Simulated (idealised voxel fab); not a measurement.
Process module in this document: voxel capacitor over wiring
For reference, the cross-section in this document is cut, with width 270 nm and square cells of 5 nm.
Cross-section layout: square cells on a grid; listed as bands, top to bottom; a band spans one or more cell rows.
Top, bottom (nm), then materials left to right with widths (nm); lone material tagged "edge to edge" fills the whole band edge to edge; "empty" = empty space.
For the purposes of this specification, 0 denotes the height below which the wafer in its as-received condition is composed wholly of one material, and the lowermost band, lacking a lower limit, extends downward without end, as expressed in "0 nm and below".
Think of "30..40" as a width that walks from the first number to the second as you go down the band, top row to bottom row, taking equal-sized steps from row to row.
"changes: none" -> step changed no cross-section cell.
Empty spaces counting at least 8 cells and having no open way to the top are listed in "Closed cavity list". The notation width x height at distance is used for each, the distance being from the left edge and all three values in nm.
Text after the settings on a step's line: the simulator's own remark on that step.
"overlay nm" on a masked step: distance the mask lay right of its planned place, negative for left.
Planned step list for the process
1: RECEIVE [material Si]
2: CONFORMAL_DEP [material SiO2] [thk nm 15]
3: CONFORMAL_DEP [material SiN] [thk nm 5]
4: DIRECTIONAL_DEP [material SiO2] [thk nm 20]
5: PATTERN [tone open] [mask id METAL_1] [material resist] [width nm 30] [pitch nm 90] [thk nm 20] [overlay nm 0]
6: DIRECTIONAL_ETCH [etch materials SiO2] [depth nm 20]
7: DIRECTIONAL_ETCH [etch materials SiN] [depth nm 5]
8: STRIP [etch materials resist]
9: CONFORMAL_DEP [material TiN] [thk nm 5]
10: FILL_DEP [material Ru] [thk nm 10]
11: CMP [height nm 40]
12: EPI [material Ru] [thk nm 5]
13: FILL_DEP [material SiCN] [thk nm 5]
14: DIRECTIONAL_DEP [material lowk] [thk nm 15]
15: DIRECTIONAL_DEP [material aC] [thk nm 10]
16: PATTERN [tone open] [mask id PLUG_1] [material resist] [width nm 15] [thk nm 25] [overlay nm 0]
17: DIRECTIONAL_ETCH [etch materials aC] [depth nm 10]
18: STRIP [etch materials resist]
19: DIRECTIONAL_ETCH [etch materials lowk] [depth nm 15]
20: DIRECTIONAL_ETCH [etch materials SiCN] [depth nm 5]
21: STRIP [etch materials aC]
22: CONFORMAL_DEP [material TiN] [thk nm 5]
23: FILL_DEP [material Cu] [thk nm 5]
24: CMP [height nm 65]
25: DIRECTIONAL_DEP [material TiN] [thk nm 5]
26: DIRECTIONAL_DEP [material Al2O3] [thk nm 5]
27: DIRECTIONAL_DEP [material TiN] [thk nm 10]
28: DIRECTIONAL_DEP [material aC] [thk nm 15]
29: PATTERN [tone cover] [mask id UPPER_PLATE] [material resist] [width nm 65] [thk nm 35] [overlay nm 0]
30: DIRECTIONAL_ETCH [etch materials aC] [depth nm 15]
31: STRIP [etch materials resist]
32: DIRECTIONAL_ETCH [etch materials TiN] [depth nm 10]
33: DIRECTIONAL_ETCH [etch materials Al2O3] [depth nm 5]
34: STRIP [etch materials aC]
35: PATTERN [tone cover] [mask id LOWER_PLATE] [material resist] [width nm 75] [thk nm 20] [overlay nm 0]
36: DIRECTIONAL_ETCH [etch materials TiN] [depth nm 5]
37: STRIP [etch materials resist]
38: FILL_DEP [material SiO2] [thk nm 15]
39: CMP [height nm 95]
40: MASKED_ETCH [tone open] [mask id PLUG_2] [width nm 15] [etch materials SiO2] [depth nm 10] [overlay nm 0]
41: CONFORMAL_DEP [material TiN] [thk nm 5]
42: FILL_DEP [material Cu] [thk nm 10]
43: CMP [height nm 95]
44: CONFORMAL_DEP [material SiCN] [thk nm 5]
Cross-section of the wafer upon arrival, representing the state reached after step 1
  0 nm and below  Si edge to edge
  Closed cavity list: none
End-of-module XS, first of two wafers, run as planned
  100 nm to 95 nm  SiCN edge to edge
  95 nm to 90 nm  SiO2=100  TiN=5  Cu=5  TiN=5  SiO2=155
  90 nm to 85 nm  SiO2=100  TiN=15  SiO2=155
  85 nm to 75 nm  SiO2=90  TiN=65  SiO2=115
  75 nm to 70 nm  SiO2=90  Al2O3=65  SiO2=115
  70 nm to 65 nm  SiO2=85  TiN=75  SiO2=110
  65 nm to 50 nm  lowk=90  TiN=5  Cu=5  TiN=5  lowk=165
  50 nm to 45 nm  SiCN=90  TiN=15  SiCN=165
  45 nm to 40 nm  SiCN=70  Ru=40  SiCN=50  Ru=40  SiCN=70
  40 nm to 20 nm  SiO2=75  TiN=5  Ru=20  TiN=5  SiO2=60  TiN=5  Ru=20  TiN=5  SiO2=75
  20 nm to 15 nm  SiN=75  TiN=30  SiN=60  TiN=30  SiN=75
  15 nm to 0 nm  SiO2 edge to edge
  0 nm and below  Si edge to edge
  Closed cavity list: none
Here is the second of the two wafers cut open at the end of the module - same start, same plan as the first one, but we made one mistake running it
  100 nm to 95 nm  SiCN edge to edge
  95 nm to 90 nm  SiO2=100  TiN=5  Cu=5  TiN=5  SiO2=155
  90 nm to 85 nm  SiO2=100  TiN=15  SiO2=155
  85 nm to 75 nm  SiO2=90  TiN=65  SiO2=115
  75 nm to 70 nm  SiO2=90  Al2O3=65  SiO2=115
  70 nm to 65 nm  SiO2=85  TiN=75  SiO2=110
  65 nm to 50 nm  lowk=90  TiN=5  Cu=5  TiN=5  lowk=165
  50 nm to 45 nm  SiCN=90  TiN=15  SiCN=165
  45 nm to 40 nm  SiCN=80  Ru=40  SiCN=50  Ru=40  SiCN=60
  40 nm to 20 nm  SiO2=85  TiN=5  Ru=20  TiN=5  SiO2=60  TiN=5  Ru=20  TiN=5  SiO2=65
  20 nm to 15 nm  SiN=85  TiN=30  SiN=60  TiN=30  SiN=65
  15 nm to 0 nm  SiO2 edge to edge
  0 nm and below  Si edge to edge
  Closed cavity list: none
Processing error: step 5 ran as: PATTERN [tone open] [mask id METAL_1] [material resist] [width nm 30] [pitch nm 90] [thk nm 20] [overlay nm 10]
Final state: per-material cell counts identical on both wafers; locations differ.
